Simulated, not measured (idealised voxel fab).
Presented below is a process module, voxel self aligned contacts.
The figure presents cross-section cut, which has a width of 215 nm and is divided into square cells with an edge length of 5 nm.
Notation: cross-section as square-cell grid; stated in bands, top first, going down; one or more cell rows per band.
Top, bottom (nm), then materials left to right with widths (nm); lone material tagged "edge to edge" fills the whole band edge to edge; "air" = empty space.
Counting heights begins at 0, where everything beneath is, in the wafer as received, one material. The lowest band has no bottom; it goes on downwards, as "0..down" shows.
Per-row width for "30 to 40": begins at first number (top row of band), ends at second number (bottom row), increment between rows held constant.
The designation "remained the same", where it is given for a processing step, indicates that no cell of the cross-section was altered in the course of that step.
The entry "Fully closed voids" lists the empty spaces that cover at least 8 cells and have no open path to the top. Each is written as width x height at distance, where the distance is measured from the left edge and all three values are in nm.
Text after the settings on a step's line: the simulator's own remark on that step.
A step line may carry the setting "overlay nm", which, for steps involving a mask, states the distance by which the mask lay to the right of its intended position; negative values denote displacement to the left.

**The process steps that were planned are listed below**
step 1: RECEIVE, material Si
step 2: OXIDIZE, depth nm 5
step 3: DIRECTIONAL_DEP, material polySi, thk nm 25
step 4: DIRECTIONAL_DEP, material SiN, thk nm 20
step 5: DIRECTIONAL_DEP, material aC, thk nm 10
step 6: PATTERN, tone cover, mask id GATE, material resist, width nm 25, pitch nm 50, thk nm 30, overlay nm 0
step 7: DIRECTIONAL_ETCH, etch materials aC, depth nm 10
step 8: STRIP, etch materials resist
step 9: DIRECTIONAL_ETCH, etch materials SiN, depth nm 20
step 10: DIRECTIONAL_ETCH, etch materials polySi, depth nm 25
step 11: STRIP, etch materials aC
step 12: CONFORMAL_DEP, material SiN, thk nm 5
step 13: DIRECTIONAL_ETCH, etch materials SiN, depth nm 5
step 14: FILL_DEP, material SiO2, thk nm 10
step 15: CMP, height nm 50
step 16: MASKED_ETCH, tone open, mask id CONTACT, width nm 35, etch materials SiO2, depth nm 55, overlay nm 0
step 17: CONFORMAL_DEP, material TiN, thk nm 5
step 18: FILL_DEP, material Ru, thk nm 5
step 19: CMP, height nm 50
step 20: CONFORMAL_DEP, material SiN, thk nm 5

**First of two wafers: run as planned**

**Wafer as received: cross-section following step 1**
> 0..down  Si edge to edge
> Fully closed voids: none

**after step 2**
> 0..-5  SiO2 edge to edge
> Below -5, no change.

**after step 3**
> 25..0  polySi edge to edge
> Below 0, no change.

**after step 4**
> 45..25  SiN edge to edge
> Below 25, no change.

**after step 5**
> 55..45  aC edge to edge
> Below 45, no change.

**after step 6**
> 85..55  air 70 / resist 25 / air 25 / resist 25 / air 70
> Below 55, no change.

**after step 7**
> 75..55  air 70 / resist 25 / air 25 / resist 25 / air 70
> 55..45  air 70 / aC 25 / air 25 / aC 25 / air 70
> Below 45, no change.

**after step 8**
> 55..45  air 70 / aC 25 / air 25 / aC 25 / air 70
> Below 45, no change.

**after step 9**
> 55..45  air 70 / aC 25 / air 25 / aC 25 / air 70
> 45..25  air 70 / SiN 25 / air 25 / SiN 25 / air 70
> Below 25, no change.

**after step 10**
> 55..45  air 70 / aC 25 / air 25 / aC 25 / air 70
> 45..25  air 70 / SiN 25 / air 25 / SiN 25 / air 70
> 25..0  air 70 / polySi 25 / air 25 / polySi 25 / air 70
> Below 0, no change.

**after step 11**
> 45..25  air 70 / SiN 25 / air 25 / SiN 25 / air 70
> Below 25, no change.

**after step 12**
> 50..25  air 65 / SiN 35 / air 15 / SiN 35 / air 65
> 25..5  air 65 / SiN 5 / polySi 25 / SiN 5 / air 15 / SiN 5 / polySi 25 / SiN 5 / air 65
> 5..0  SiN 70 / polySi 25 / SiN 25 / polySi 25 / SiN 70
> Below 0, no change.

**after step 13**
> 45..25  air 65 / SiN 35 / air 15 / SiN 35 / air 65
> 25..0  air 65 / SiN 5 / polySi 25 / SiN 5 / air 15 / SiN 5 / polySi 25 / SiN 5 / air 65
> Below 0, no change.

**after step 14**
> 55..45  SiO2 edge to edge
> 45..25  SiO2 65 / SiN 35 / SiO2 15 / SiN 35 / SiO2 65
> 25..0  SiO2 65 / SiN 5 / polySi 25 / SiN 5 / SiO2 15 / SiN 5 / polySi 25 / SiN 5 / SiO2 65
> Below 0, no change.

**after step 15**
> 50..45  SiO2 edge to edge
> Below 45, no change.

**after step 16**
> 50..45  SiO2 90 / air 35 / SiO2 90
> 45..25  SiO2 65 / SiN 35 / air 15 / SiN 35 / SiO2 65
> 25..0  SiO2 65 / SiN 5 / polySi 25 / SiN 5 / air 15 / SiN 5 / polySi 25 / SiN 5 / SiO2 65
> 0..-5  SiO2 100 / air 15 / SiO2 100
> Below -5, no change.

**after step 17**
> 55..50  TiN 95 / air 25 / TiN 95
> 50..45  SiO2 90 / TiN 15 / air 5 / TiN 15 / SiO2 90
> 45..25  SiO2 65 / SiN 35 / TiN 5 / air 5 / TiN 5 / SiN 35 / SiO2 65
> 25..0  SiO2 65 / SiN 5 / polySi 25 / SiN 5 / TiN 5 / air 5 / TiN 5 / SiN 5 / polySi 25 / SiN 5 / SiO2 65
> 0..-5  SiO2 100 / TiN 15 / SiO2 100
> Below -5, no change.

**after step 18**
> 60..55  Ru edge to edge
> 55..50  TiN 95 / Ru 25 / TiN 95
> 50..45  SiO2 90 / TiN 15 / Ru 5 / TiN 15 / SiO2 90
> 45..25  SiO2 65 / SiN 35 / TiN 5 / Ru 5 / TiN 5 / SiN 35 / SiO2 65
> 25..0  SiO2 65 / SiN 5 / polySi 25 / SiN 5 / TiN 5 / Ru 5 / TiN 5 / SiN 5 / polySi 25 / SiN 5 / SiO2 65
> Below 0, no change.

**after step 19**
> 50..45  SiO2 90 / TiN 15 / Ru 5 / TiN 15 / SiO2 90
> Below 45, no change.

**after step 20**
> 55..50  SiN edge to edge
> Below 50, no change.

**The second wafer: identical to the first at the outset and in its planned sequence, differing only in that one mistake was made during processing; up to and including step 3, its path is the first wafer's path**

**when step 4 should have ended**
> 65..25  SiN edge to edge
> Below 25, no change.

**when step 5 should have ended**
> 75..65  aC edge to edge
> Below 65, no change.

**when step 6 should have ended**
> 105..75  air 70 / resist 25 / air 25 / resist 25 / air 70
> Below 75, no change.

**when step 7 should have ended**
> 95..75  air 70 / resist 25 / air 25 / resist 25 / air 70
> 75..65  air 70 / aC 25 / air 25 / aC 25 / air 70
> Below 65, no change.

**when step 8 should have ended**
> 75..65  air 70 / aC 25 / air 25 / aC 25 / air 70
> Below 65, no change.

**when step 9 should have ended**
> 75..65  air 70 / aC 25 / air 25 / aC 25 / air 70
> 65..45  air 70 / SiN 25 / air 25 / SiN 25 / air 70
> Below 45, no change.

when step 10 should have ended: remained the same

**when step 11 should have ended**
> 65..45  air 70 / SiN 25 / air 25 / SiN 25 / air 70
> Below 45, no change.

**when step 12 should have ended**
> 70..50  air 65 / SiN 35 / air 15 / SiN 35 / air 65
> 50..25  SiN edge to edge
> Below 25, no change.

**when step 13 should have ended**
> 65..45  air 65 / SiN 35 / air 15 / SiN 35 / air 65
> Below 45, no change.

**when step 14 should have ended**
> 75..65  SiO2 edge to edge
> 65..45  SiO2 65 / SiN 35 / SiO2 15 / SiN 35 / SiO2 65
> Below 45, no change.

**when step 15 should have ended**
> 50..45  SiO2 65 / SiN 35 / SiO2 15 / SiN 35 / SiO2 65
> Below 45, no change.

**when step 16 should have ended**
> 50..45  SiO2 65 / SiN 35 / air 15 / SiN 35 / SiO2 65
> Below 45, no change.

**when step 17 should have ended**
> 55..50  TiN 105 / air 5 / TiN 105
> 50..45  SiO2 65 / SiN 35 / TiN 15 / SiN 35 / SiO2 65
> Below 45, no change.

**when step 18 should have ended**
> 60..55  Ru edge to edge
> 55..50  TiN 105 / Ru 5 / TiN 105
> Below 50, no change.

**when step 19 should have ended**
> 50..45  SiO2 65 / SiN 35 / TiN 15 / SiN 35 / SiO2 65
> Below 45, no change.

**when step 20 should have ended**
> 55..50  SiN edge to edge
> Below 50, no change.
Want to know what went wrong? step 4 was run twice
End of process, cell counts, second wafer against first, materials with more or fewer: -10 Ru, +110 SiN, -241 SiO2, -24 TiN, +165 polySi
